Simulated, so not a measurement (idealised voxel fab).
voxel self aligned vias: a process module
It is cross-section cut that appears here, measuring 220 nm in width, its square cells being 5 nm in size.
For the purposes of this document, a cross-section shall be understood as a grid of square cells, specified as bands listed in top-to-bottom order, each band consisting of one or more rows of cells. First you get the band's top height and its bottom height, in nm, and then the materials it's made of, left to right, with each width in nm. If you see a single material with "all across", that one covers the band edge to edge. "empty" is empty space. Heights are measured from 0, the level below which the as-received wafer is all one material; the lowest band has no bottom and continues downward, written as in "top 0, no bottom". With a width like "30->40", each row of cells in the band differs from the next by the same amount, the top row carrying the first number and the bottom row the second. "no modification" (step): cross-section cells unchanged, all of them. Heads up: "Unvented voids" only lists the empty pockets with no open path to the top that are 8 cells or more, and it writes them as width x height at distance, distance from the left edge, in nm. What comes after the settings on a step's line is commentary from the simulator itself on that step. If you see "overlay nm" on a step's line and that step has a mask, it's telling you how far right of where it was planned the mask ended up; a negative number means it went left instead.

## Set out below are the planned steps of the process
1: RECEIVE, material Si
2: CONFORMAL_DEP, material SiO2, thk nm 15
3: CONFORMAL_DEP, material SiCN, thk nm 5
4: DIRECTIONAL_DEP, material lowk, thk nm 20
5: DIRECTIONAL_DEP, material aC, thk nm 10
6: PATTERN, tone open, mask id LINES, material resist, width nm 20, pitch nm 50, thk nm 25, overlay nm 0
7: DIRECTIONAL_ETCH, etch materials aC, depth nm 10
8: STRIP, etch materials resist
9: DIRECTIONAL_ETCH, etch materials lowk, depth nm 20
10: STRIP, etch materials aC
11: CONFORMAL_DEP, material TiN, thk nm 5
12: FILL_DEP, material W, thk nm 10
13: CMP, height nm 40
14: SELECTIVE_ETCH, etch materials W Ru TiN, depth nm 10
15: FILL_DEP, material SiN, thk nm 5
16: CMP, height nm 40
17: DIRECTIONAL_DEP, material lowk, thk nm 15
18: PATTERN, tone open, mask id VIAS, material resist, width nm 20, pitch nm 50, thk nm 15, overlay nm 0
19: DIRECTIONAL_ETCH, etch materials lowk, depth nm 15
20: DIRECTIONAL_ETCH, etch materials SiN, depth nm 10
21: STRIP, etch materials resist
22: CONFORMAL_DEP, material TiN, thk nm 5
23: FILL_DEP, material W, thk nm 10
24: CMP, height nm 55
25: CONFORMAL_DEP, material SiCN, thk nm 5
varied across the wafers: width nm of step 18. The plan shows the first wafer's value. All wafers start alike

## The as-received cross-section of the first of several wafers corresponds to the state after step 1
	top 0, no bottom: Si all across
	Unvented voids: none

## Cross-section, first of several wafers, end of module, after last step 25
	top 60, bottom 55: SiCN all across
	top 55, bottom 35: lowk (50), then TiN (5), then W (10), then TiN (5), then lowk (30), then TiN (5), then W (10), then TiN (5), then lowk (30), then TiN (5), then W (10), then TiN (5), then lowk (50)
	top 35, bottom 30: lowk (50), then TiN (20), then lowk (30), then TiN (20), then lowk (30), then TiN (20), then lowk (50)
	top 30, bottom 25: lowk (50), then TiN (5), then W (10), then TiN (5), then lowk (30), then TiN (5), then W (10), then TiN (5), then lowk (30), then TiN (5), then W (10), then TiN (5), then lowk (50)
	top 25, bottom 20: lowk (50), then TiN (20), then lowk (30), then TiN (20), then lowk (30), then TiN (20), then lowk (50)
	top 20, bottom 15: SiCN all across
	top 15, bottom 0: SiO2 all across
	top 0, no bottom: Si all across
	Unvented voids: none

## Here's the last wafer cross-sectioned at the end of the module
	top 60, bottom 55: SiCN all across
	top 55, bottom 45: lowk (45), then TiN (5), then W (25), then TiN (5), then lowk (15), then TiN (5), then W (25), then TiN (5), then lowk (15), then TiN (5), then W (25), then TiN (5), then lowk (40)
	top 45, bottom 35: lowk (45->50), then TiN (10->5), then W (10), then TiN (15->5), then lowk (15->30), then TiN (10->5), then W (10), then TiN (15->5), then lowk (15->30), then TiN (10->5), then W (10), then TiN (15->5), then lowk (40->50)
	top 35, bottom 30: lowk (50), then TiN (20), then lowk (30), then TiN (20), then lowk (30), then TiN (20), then lowk (50)
	top 30, bottom 25: lowk (50), then TiN (5), then W (10), then TiN (5), then lowk (30), then TiN (5), then W (10), then TiN (5), then lowk (30), then TiN (5), then W (10), then TiN (5), then lowk (50)
	top 25, bottom 20: lowk (50), then TiN (20), then lowk (30), then TiN (20), then lowk (30), then TiN (20), then lowk (50)
	top 20, bottom 15: SiCN all across
	top 15, bottom 0: SiO2 all across
	top 0, no bottom: Si all across
	Unvented voids: none

## Take any row and you have a wafer at the end of the module: how many cells of each material it has gained (+) or lost (-) since it was received, and then its closed voids
width nm 20 | +88 SiCN | +132 SiO2 | +54 TiN | +30 W | +224 lowk | Unvented voids: none
width nm 25 | +88 SiCN | +132 SiO2 | +57 TiN | +36 W | +215 lowk | Unvented voids: none
width nm 30 | +88 SiCN | +132 SiO2 | +60 TiN | +42 W | +206 lowk | Unvented voids: none
width nm 35 | +88 SiCN | +132 SiO2 | +63 TiN | +48 W | +197 lowk | Unvented voids: none
